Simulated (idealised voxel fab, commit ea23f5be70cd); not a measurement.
voxel spacer lines: a process module
Xsec cut, 175 nm wide, square cell size 5 nm.
For the purposes of this document, a cross-section shall be understood as a grid of square cells, specified as bands listed in top-to-bottom order, each band consisting of one or more rows of cells.
Band: top and bottom heights (nm) first, top before bottom; then materials from left to right, widths in nm. "edge to edge" marks a sole material filling the band edge to edge. "empty" denotes empty space.
Heights from 0 (as-received wafer is one material below). Bottom band endless downward, as "from 0 down".
With a width like "30->40", each row of cells in the band differs from the next by the same amount, the top row carrying the first number and the bottom row the second.
"remained the same" (step): cross-section cells unchanged, all of them.
The entry titled "Cavities, closed" provides the empty spaces that have no open way to the top, restricted to those of 8 cells or more. Each is presented as width x height at distance, the distance being measured from the left edge, with all three in nm.
Read whatever lies past the settings on a step's line as the simulator's own remark about the step.
You can add "overlay nm" to a step's line. For a step with a mask, it describes how far the mask lay to the right of its planned position, and a negative number describes a lay to the left.
**Process steps (planned)**
| 1 | RECEIVE, material Si |
| 2 | CONFORMAL_DEP, material Al2O3, thk nm 5 |
| 3 | DIRECTIONAL_DEP, material SiN, thk nm 15 |
| 4 | DIRECTIONAL_DEP, material aC, thk nm 25 |
| 5 | PATTERN, tone cover, mask id MANDREL, material resist, width nm 15, pitch nm 50, thk nm 30, overlay nm 0 |
| 6 | DIRECTIONAL_ETCH, etch materials aC, depth nm 25 |
| 7 | STRIP, etch materials resist |
| 8 | CONFORMAL_DEP, material SiO2, thk nm 10 |
| 9 | DIRECTIONAL_ETCH, etch materials SiO2, depth nm 10 |
| 10 | STRIP, etch materials aC |
| 11 | DIRECTIONAL_ETCH, etch materials SiN, depth nm 15 |
| 12 | STRIP, etch materials SiO2 |
**The following pertains to the first of two wafers, which was processed as planned**
**The cross-section here shows the wafer as received, i.e. in its state after step 1**
> from 0 down: Si edge to edge
> Cavities, closed: none
**Take a look at the wafer's cross-section after step 2**
> from 5 to 0: Al2O3 edge to edge
> All layers under 0 are left as they were.
**Take a look at the wafer's cross-section after step 3**
> from 20 to 5: SiN edge to edge
> All layers under 5 are left as they were.
**Take a look at the wafer's cross-section after step 4**
> from 45 to 20: aC edge to edge
> All layers under 20 are left as they were.
**Take a look at the wafer's cross-section after step 5**
> from 75 to 45: empty (30); resist (15); empty (35); resist (15); empty (35); resist (15); empty (30)
> All layers under 45 are left as they were.
**Take a look at the wafer's cross-section after step 6**
> from 50 to 45: empty (30); resist (15); empty (35); resist (15); empty (35); resist (15); empty (30)
> from 45 to 20: empty (30); aC (15); empty (35); aC (15); empty (35); aC (15); empty (30)
> All layers under 20 are left as they were.
**Take a look at the wafer's cross-section after step 7**
> from 45 to 20: empty (30); aC (15); empty (35); aC (15); empty (35); aC (15); empty (30)
> All layers under 20 are left as they were.
**Take a look at the wafer's cross-section after step 8**
> from 55 to 45: empty (20); SiO2 (35); empty (15); SiO2 (35); empty (15); SiO2 (35); empty (20)
> from 45 to 30: empty (20); SiO2 (10); aC (15); SiO2 (10); empty (15); SiO2 (10); aC (15); SiO2 (10); empty (15); SiO2 (10); aC (15); SiO2 (10); empty (20)
> from 30 to 20: SiO2 (30); aC (15); SiO2 (35); aC (15); SiO2 (35); aC (15); SiO2 (30)
> All layers under 20 are left as they were.
**Take a look at the wafer's cross-section after step 9**
> from 45 to 20: empty (20); SiO2 (10); aC (15); SiO2 (10); empty (15); SiO2 (10); aC (15); SiO2 (10); empty (15); SiO2 (10); aC (15); SiO2 (10); empty (20)
> All layers under 20 are left as they were.
**Take a look at the wafer's cross-section after step 10**
> from 45 to 20: empty (20); SiO2 (10); empty (15); SiO2 (10); empty (15); SiO2 (10); empty (15); SiO2 (10); empty (15); SiO2 (10); empty (15); SiO2 (10); empty (20)
> All layers under 20 are left as they were.
**Take a look at the wafer's cross-section after step 11**
> from 45 to 20: empty (20); SiO2 (10); empty (15); SiO2 (10); empty (15); SiO2 (10); empty (15); SiO2 (10); empty (15); SiO2 (10); empty (15); SiO2 (10); empty (20)
> from 20 to 5: empty (20); SiN (10); empty (15); SiN (10); empty (15); SiN (10); empty (15); SiN (10); empty (15); SiN (10); empty (15); SiN (10); empty (20)
> All layers under 5 are left as they were.
**Take a look at the wafer's cross-section after step 12**
> from 20 to 5: empty (20); SiN (10); empty (15); SiN (10); empty (15); SiN (10); empty (15); SiN (10); empty (15); SiN (10); empty (15); SiN (10); empty (20)
> All layers under 5 are left as they were.
**Wafer two of the pair: same origin, same plan, one error during the run; identical to wafer one up to and including step 3**
**Cross-section of the second wafer at the time step 4 of the plan should have ended**
> from 45 to 20: Al2O3 edge to edge
> All layers under 20 are left as they were.
**Cross-section of the second wafer at the time step 5 of the plan should have ended**
> from 75 to 45: empty (30); resist (15); empty (35); resist (15); empty (35); resist (15); empty (30)
> All layers under 45 are left as they were.
**Cross-section of the second wafer at the time step 6 of the plan should have ended**
> from 50 to 45: empty (30); resist (15); empty (35); resist (15); empty (35); resist (15); empty (30)
> All layers under 45 are left as they were.
**Cross-section of the second wafer at the time step 7 of the plan should have ended**
> from 45 to 20: Al2O3 edge to edge
> All layers under 20 are left as they were.
**Cross-section of the second wafer at the time step 8 of the plan should have ended**
> from 55 to 45: SiO2 edge to edge
> All layers under 45 are left as they were.
**Cross-section of the second wafer at the time step 9 of the plan should have ended**
> from 45 to 20: Al2O3 edge to edge
> All layers under 20 are left as they were.
Cross-section of the second wafer at the time step 10 of the plan should have ended: remained the same
Cross-section of the second wafer at the time step 11 of the plan should have ended: remained the same
Cross-section of the second wafer at the time step 12 of the plan should have ended: remained the same
Which mistake was made when the wafer was run? step 4 did not happen as planned, as run it was DIRECTIONAL_DEP, material Al2O3, thk nm 25
Materials where the second wafer ends with more or fewer cells than the first: Al2O3: 175 more; SiN: 69 more
